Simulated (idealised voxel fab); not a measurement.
The process module presented herein is designated voxel lift off.
Xsec cut, 300 nm wide, square cell size 5 nm.
Just so we're on the same page, the cross-sections are grids of square cells, and they're listed out in bands top to bottom, each band one or more rows deep.
It is stipulated that each band's entry specify, in nanometres, the height of the top of the band and then that of its bottom, followed by the materials of the band in left-to-right sequence, each together with its width in nanometres. A single material marked by the word "throughout" is understood to fill the band from edge to edge; the word "blank" is understood to denote empty space.
Height datum 0, below which the as-received substrate wafer is one material. Lowest band open at the bottom, running downward: "z 0 and below".
Top row gets the first number, bottom row gets the second, and each row in between changes by the same step: that is how a band width like "30 to 40" works.
Where a step carries "same as before", the cross-section came out of it unchanged, cell for cell.
Heads up: "Sealed void list" only lists the empty pockets with no open path to the top that are 8 cells or more, and it writes them as width x height at distance, distance from the left edge, in nm.
On each step's line, the part that comes after the settings is the simulator's own comment on the step.
overlay nm: how far to the right of its planned place the mask lay on this masked step (negative: to the left).
## The process steps that were planned are listed below
1,RECEIVE [material Si]
2,CONFORMAL_DEP [material SiN] [thk nm 10]
3,PATTERN [tone open] [mask id LINES] [material resist] [width nm 30] [pitch nm 60] [thk nm 15] [overlay nm 0]
4,DIRECTIONAL_DEP [material Ru] [thk nm 5]
5,STRIP [etch materials resist]
6,CONFORMAL_DEP [material SiN] [thk nm 5]
## Cross-section of the wafer at receipt, which is the condition after step 1
    z 0 and below | Si throughout
    Sealed void list: none
## Same starting wafer, same plan as above, one mistake in the execution; this is the cross-section at the end of the module
    z 20 to 15 | 35 blank, then 40 SiN, then 20 blank, then 40 SiN, then 20 blank, then 40 SiN, then 20 blank, then 40 SiN, then 45 blank
    z 15 to 10 | 40 SiN, then 30 Ru, then 30 SiN, then 30 Ru, then 30 SiN, then 30 Ru, then 30 SiN, then 30 Ru, then 50 SiN
    z 10 to 0 | SiN throughout
    z 0 and below | Si throughout
    Sealed void list: none
Where did the run depart from the plan? step 3 changed vs plan, executed as PATTERN [tone open] [mask id LINES] [material resist] [width nm 30] [pitch nm 60] [thk nm 15] [overlay nm -5]
